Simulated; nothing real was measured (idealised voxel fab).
process module | voxel ribs on slabs
cross-section cut | 170 nm wide | cells 5 nm
A cross-section is a grid of square cells, given in bands from the top down. A band is one or more rows of cells.
Each band's line starts with the height of the band's top and of its bottom, in nm. Then come its materials from left to right, each with its width in nm. One material with "throughout" fills the band from edge to edge. "air" is empty space.
Height 0 is the level under which the wafer as received is all one material. The lowest band goes on downwards, as in "0 down".
A width such as "30 to 40" changes by the same amount from each row of cells to the next, from the band's top row to its bottom row.
"no change" after a step means that no cell of the cross-section changed.
closed voids: empty space of 8 cells or more with no open way to the top, each as width x height at its distance from the left edge, in nm
after a step's settings: what the simulator itself notes on the step
overlay nm, on a step with a mask: how far to the right of its planned place the mask lay; to the left if negative
plan
1 op RECEIVE | material Si
2 op DIRECTIONAL_DEP | material SiO2 | thk nm 30
3 op DIRECTIONAL_DEP | material polySi | thk nm 15
4 op PATTERN | tone cover | mask id RIB | material resist | width nm 25 | thk nm 20 | overlay nm 0
5 op DIRECTIONAL_ETCH | etch materials polySi | depth nm 5
6 op STRIP | etch materials resist
7 op DIRECTIONAL_DEP | material aC | thk nm 15
8 op PATTERN | tone cover | mask id SLAB | material resist | width nm 65 | thk nm 35 | overlay nm 0
9 op DIRECTIONAL_ETCH | etch materials aC | depth nm 15
10 op STRIP | etch materials resist
11 op DIRECTIONAL_ETCH | etch materials polySi | depth nm 10
12 op STRIP | etch materials aC
13 op FILL_DEP | material SiO2 | thk nm 25
14 op CMP | height nm 60
15 op DIRECTIONAL_DEP | material W | thk nm 5
16 op DIRECTIONAL_DEP | material aC | thk nm 10
17 op PATTERN | tone cover | mask id HEATER | material resist | width nm 35 | thk nm 30 | overlay nm 0
18 op DIRECTIONAL_ETCH | etch materials aC | depth nm 10
19 op STRIP | etch materials resist
20 op DIRECTIONAL_ETCH | etch materials W | depth nm 5
21 op STRIP | etch materials aC
22 op CONFORMAL_DEP | material SiN | thk nm 5
as received, after step 1
  0 down: Si throughout
  closed voids: none
first wafer at the end, as planned
  70 to 65: air 60 | SiN 45 | air 65
  65 to 60: SiN 65 | W 35 | SiN 70
  60 to 45: SiO2 throughout
  45 to 40: SiO2 70 | polySi 25 | SiO2 75
  40 to 30: SiO2 50 | polySi 65 | SiO2 55
  30 to 0: SiO2 throughout
  0 down: Si throughout
  closed voids: none
second wafer at the end: like start, like plan, one mistake
  70 to 65: air 60 | SiN 45 | air 65
  65 to 60: SiN 65 | W 35 | SiN 70
  60 to 45: SiO2 throughout
  45 to 40: SiO2 75 | polySi 25 | SiO2 70
  40 to 30: SiO2 50 | polySi 65 | SiO2 55
  30 to 0: SiO2 throughout
  0 down: Si throughout
  closed voids: none
what went wrong: step 4 ran as: op PATTERN | tone cover | mask id RIB | material resist | width nm 25 | thk nm 20 | overlay nm 5
at the end the second wafer has, in cells: as many of each material as the first, in other places
